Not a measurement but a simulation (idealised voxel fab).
Process module heading - voxel lift off
Section shown: cut. Width: 215 nm. Cell size: 5 nm, square.
A cross-section is a grid of square cells, given in bands from the top down. A band is one or more rows of cells. Heads up on the band format: heights come first, top then bottom, in nm. After that it's the materials left to right, each with its width in nm. A single material flagged "throughout" fills the whole band edge to edge, and "blank" means there's empty space there. Ref level 0: as-received wafer is one material below here. Bottom band extends down with no lower bound ("from 0 down"). The notation "30->40" denotes a width that varies across the rows of cells in the band, beginning at the first number in the top row, finishing at the second number in the bottom row, and changing by an identical amount from each row to the next. "stayed the same" after a step means that no cell of the cross-section changed. In the "Enclosed voids" entry, you get each enclosed empty space of 8 cells or more, one with no open way to the top, written width x height at distance, distance from the left edge, in nm. On each step's line, the part that comes after the settings is the simulator's own comment on the step. Each step line may optionally specify "overlay nm", which for a step with a mask gives the rightward distance between the mask's planned place and where it lay, a negative value indicating the leftward direction.
### The process steps that were planned are listed below
1,RECEIVE,material Si
2,CONFORMAL_DEP,material SiN,thk nm 5
3,PATTERN,tone open,mask id LINES,material resist,width nm 20,pitch nm 45,thk nm 20,overlay nm 0
4,DIRECTIONAL_DEP,material Ru,thk nm 5
5,STRIP,etch materials resist
6,CONFORMAL_DEP,material SiCN,thk nm 5
### Incoming wafer, cross-sectional view, post step 1
from 0 down  Si throughout
Enclosed voids: none
### First of two wafers at the end of the module, shown in cross-section; run carried out as planned
from 15 to 10  45 nm blank, 30 nm SiCN, 15 nm blank, 30 nm SiCN, 15 nm blank, 30 nm SiCN, 50 nm blank
from 10 to 5  50 nm SiCN, 20 nm Ru, 25 nm SiCN, 20 nm Ru, 25 nm SiCN, 20 nm Ru, 55 nm SiCN
from 5 to 0  SiN throughout
from 0 down  Si throughout
Enclosed voids: none
### So this is wafer number two of the two, cut at the end of the module - it started where the first did and had the same plan, we just got one thing wrong running it
from 15 to 10  40 nm blank, 40 nm SiCN, 5 nm blank, 40 nm SiCN, 5 nm blank, 40 nm SiCN, 45 nm blank
from 10 to 5  45 nm SiCN, 30 nm Ru, 15 nm SiCN, 30 nm Ru, 15 nm SiCN, 30 nm Ru, 50 nm SiCN
from 5 to 0  SiN throughout
from 0 down  Si throughout
Enclosed voids: none
Plan not followed: step 3 was run on a setting that differed from the plan, and what really ran there is PATTERN,tone open,mask id LINES,material resist,width nm 30,pitch nm 45,thk nm 20,overlay nm 0
Counted in cells at the end, the second wafer holds more or fewer of these materials than the first: +6 Ru
